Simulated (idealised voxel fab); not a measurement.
This is a process module. Its name is voxel ribs on slabs.
Section shown: cut. Width: 155 nm. Cell size: 5 nm, square.
Cross-section format: a grid of square cells, given as bands from top to bottom; each band is one or more rows of cells. It is stipulated that each band's entry specify, in nanometres, the height of the top of the band and then that of its bottom, followed by the materials of the band in left-to-right sequence, each together with its width in nanometres. A single material marked by the word "edge to edge" is understood to fill the band from edge to edge; the word "air" is understood to denote empty space. For the purposes of this specification, 0 denotes the height below which the wafer in its as-received condition is composed wholly of one material, and the lowermost band, lacking a lower limit, extends downward without end, as expressed in "0 and below". A width given as "30..40" starts at the first number in the band's top row and ends at the second number in its bottom row, shifting by an equal amount at every step from row to row. "identical to before" for a step: no cell of the cross-section changed in that step. This entry, "Sealed cavities", enumerates those empty regions of no fewer than 8 cells that possess no open connection to the top. Each region is reported in the form width x height at distance, the distance being taken from the left edge, with all three quantities expressed in nm. Step line, after settings: the simulator's comment on this step. "overlay nm" denotes, for a step that has a mask, the displacement of the mask to the right of its planned place, with negative values corresponding to the left.

So here's the lineup of process steps we planned:
1,RECEIVE [material Si]
2,DIRECTIONAL_DEP [material SiO2] [thk nm 30]
3,DIRECTIONAL_DEP [material polySi] [thk nm 25]
4,PATTERN [tone cover] [mask id RIB] [material resist] [width nm 30] [thk nm 15] [overlay nm 0]
5,DIRECTIONAL_ETCH [etch materials polySi] [depth nm 10]
6,STRIP [etch materials resist]
7,MASKED_ETCH [tone cover] [mask id SLAB] [width nm 60] [etch materials polySi] [depth nm 15] [overlay nm 0]
8,FILL_DEP [material SiO2] [thk nm 25]
9,CMP [height nm 70]
10,DIRECTIONAL_DEP [material W] [thk nm 10]
11,PATTERN [tone cover] [mask id HEATER] [material resist] [width nm 40] [thk nm 15] [overlay nm 0]
12,DIRECTIONAL_ETCH [etch materials W] [depth nm 10]
13,STRIP [etch materials resist]
14,CONFORMAL_DEP [material SiO2] [thk nm 10]

as received, after step 1:
    0 and below: Si edge to edge
    Sealed cavities: none

Starting wafer: above. Plan: above. Run: one mistake. Cross-section after the module: below:
    90 down to 80: 45 nm air, then 60 nm SiO2, then 50 nm air
    80 down to 70: 55 nm SiO2, then 40 nm W, then 60 nm SiO2
    70 down to 55: SiO2 edge to edge
    55 down to 45: 55 nm SiO2, then 40 nm polySi, then 60 nm SiO2
    45 down to 30: 45 nm SiO2, then 60 nm polySi, then 50 nm SiO2
    30 down to 0: SiO2 edge to edge
    0 and below: Si edge to edge
    Sealed cavities: none
what went wrong: off-plan run, step 4, actual operation and settings PATTERN [tone cover] [mask id RIB] [material resist] [width nm 40] [thk nm 15] [overlay nm 0]
